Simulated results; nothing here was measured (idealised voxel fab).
The following process module bears the name voxel quadruple lines.
FYI the section here is cut, 265 nm wide, cells are 5 nm squares.
Think of the cross-section as a grid of square cells. We describe it in bands, top to bottom, and each band covers one or more rows of those cells. The entry gives the band's vertical extent as a top height and a bottom height in nm, then its horizontal make-up as materials from left to right, each with a width in nm. "blank" stands for empty space; a single material marked "throughout" fills the band edge to edge. Beneath 0, the wafer as received is one material, and that level is where height counting begins. The lowest band goes on downward without a bottom; it is written like "0 nm and below". The notation "30 to 40" denotes a width that varies across the rows of cells in the band, beginning at the first number in the top row, finishing at the second number in the bottom row, and changing by an identical amount from each row to the next. Basically "remains unaltered" means that step didn't change any cell in the cross-section. Basically, "Listed closed voids" tells you about the enclosed voids: empty spaces with no open way to the top, 8 cells or bigger, each written width x height at distance, where distance is from the left edge, all in nm. after a step's settings: what the simulator itself notes on the step. On any step carrying a mask, the "overlay nm" setting, if present on the step's line, tells how far right of its planned place the mask lay; negative values point to the left.
Listed below are the process steps as planned
1) RECEIVE | material Si
2) CONFORMAL_DEP | material Al2O3 | thk nm 5
3) DIRECTIONAL_DEP | material W | thk nm 10
4) DIRECTIONAL_DEP | material polySi | thk nm 15
5) DIRECTIONAL_DEP | material aC | thk nm 20
6) PATTERN | tone cover | mask id MANDREL | material resist | width nm 15 | pitch nm 60 | thk nm 25 | overlay nm 0
7) DIRECTIONAL_ETCH | etch materials aC | depth nm 20
8) STRIP | etch materials resist
9) CONFORMAL_DEP | material SiO2 | thk nm 10
10) DIRECTIONAL_ETCH | etch materials SiO2 | depth nm 10
11) STRIP | etch materials aC
12) DIRECTIONAL_ETCH | etch materials polySi | depth nm 15
13) STRIP | etch materials SiO2
14) CONFORMAL_DEP | material SiN | thk nm 5
15) DIRECTIONAL_ETCH | etch materials SiN | depth nm 5
16) STRIP | etch materials polySi
17) DIRECTIONAL_ETCH | etch materials W | depth nm 10
18) STRIP | etch materials SiN
19) FILL_DEP | material SiO2 | thk nm 10
20) CMP | height nm 15
Be aware that, although all wafers share a common starting state, the width nm at step 6 differs among them, and the plan displays the first wafer's value.
Cross-section of the first incoming wafer of several, state after step 1
> 0 nm and below | Si throughout
> Listed closed voids: none
Note: the following table is arranged by wafer, a row apiece. Each row reports the end-of-module state: per material, cells gained (+) or cells lost (-) compared with the wafer as received; closed voids follow
width nm 15 | +53 Al2O3 | +90 SiO2 | +16 W | Listed closed voids: none
width nm 20 | +53 Al2O3 | +90 SiO2 | +16 W | Listed closed voids: none
width nm 25 | +53 Al2O3 | +90 SiO2 | +16 W | Listed closed voids: none
width nm 30 | +53 Al2O3 | +90 SiO2 | +16 W | Listed closed voids: none
width nm 35 | +53 Al2O3 | +92 SiO2 | +14 W | Listed closed voids: none
